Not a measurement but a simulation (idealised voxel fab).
Presented below is a process module, voxel double patterning.
The figure presents cross-section cut, which has a width of 175 nm and is divided into square cells with an edge length of 5 nm.
Cross-section spec: square-cell grid; bands listed top down; each band is one or more rows. Heads up on the band format: heights come first, top then bottom, in nm. After that it's the materials left to right, each with its width in nm. A single material flagged "edge to edge" fills the whole band edge to edge, and "air" means there's empty space there. Heights from 0 (as-received wafer is one material below). Bottom band endless downward, as "z 0 and below". A two-number width, for instance "30 to 40", indicates that the width is equal to the first number in the top row of the band and to the second number in the bottom row, and that it changes by a constant amount per row of cells. For the purposes of this document, the phrase "nothing altered" attached to a step denotes that no cell within the cross-section was modified by that step. Reported under the label "Closed void table" are the empty spaces having no open way to the top and comprising 8 cells or more; the notation for each is width x height at distance, in which the distance is measured from the left edge and all three values are in nm. Note: text after step settings on the step line = simulator remark on that step. The optional step-line setting "overlay nm" applies to steps with a mask and quantifies how far to the right of its planned location the mask lay, a negative value indicating leftward placement.
# Listed below are the process steps as planned
1: RECEIVE | material Si
2: CONFORMAL_DEP | material SiN | thk nm 5
3: DIRECTIONAL_DEP | material SiO2 | thk nm 20
4: DIRECTIONAL_DEP | material SiCN | thk nm 5
5: DIRECTIONAL_DEP | material aC | thk nm 15
6: PATTERN | tone open | mask id FIRST | material resist | width nm 15 | pitch nm 50 | thk nm 30 | overlay nm 0
7: DIRECTIONAL_ETCH | etch materials aC | depth nm 15
8: STRIP | etch materials resist
9: DIRECTIONAL_ETCH | etch materials SiCN | depth nm 5
10: STRIP | etch materials aC
11: DIRECTIONAL_DEP | material aC | thk nm 10
12: PATTERN | tone open | mask id SECOND | material resist | width nm 15 | thk nm 30 | overlay nm 0
13: DIRECTIONAL_ETCH | etch materials aC | depth nm 10
14: STRIP | etch materials resist
15: DIRECTIONAL_ETCH | etch materials SiCN | depth nm 5
16: STRIP | etch materials aC
17: DIRECTIONAL_ETCH | etch materials SiO2 | depth nm 20
18: STRIP | etch materials SiCN
# Delivered wafer in cross-section: state after step 1
    z 0 and below = Si edge to edge
    Closed void table: none
# Final cross-section, module run with one mistake (start and plan as above)
    z 45 to 30 = SiN edge to edge
    z 30 to 25 = SiCN edge to edge
    z 25 to 5 = SiO2 edge to edge
    z 5 to 0 = SiN edge to edge
    z 0 and below = Si edge to edge
    Closed void table: none
What was done differently from what was planned? step 5 changed vs plan, executed as DIRECTIONAL_DEP | material SiN | thk nm 15
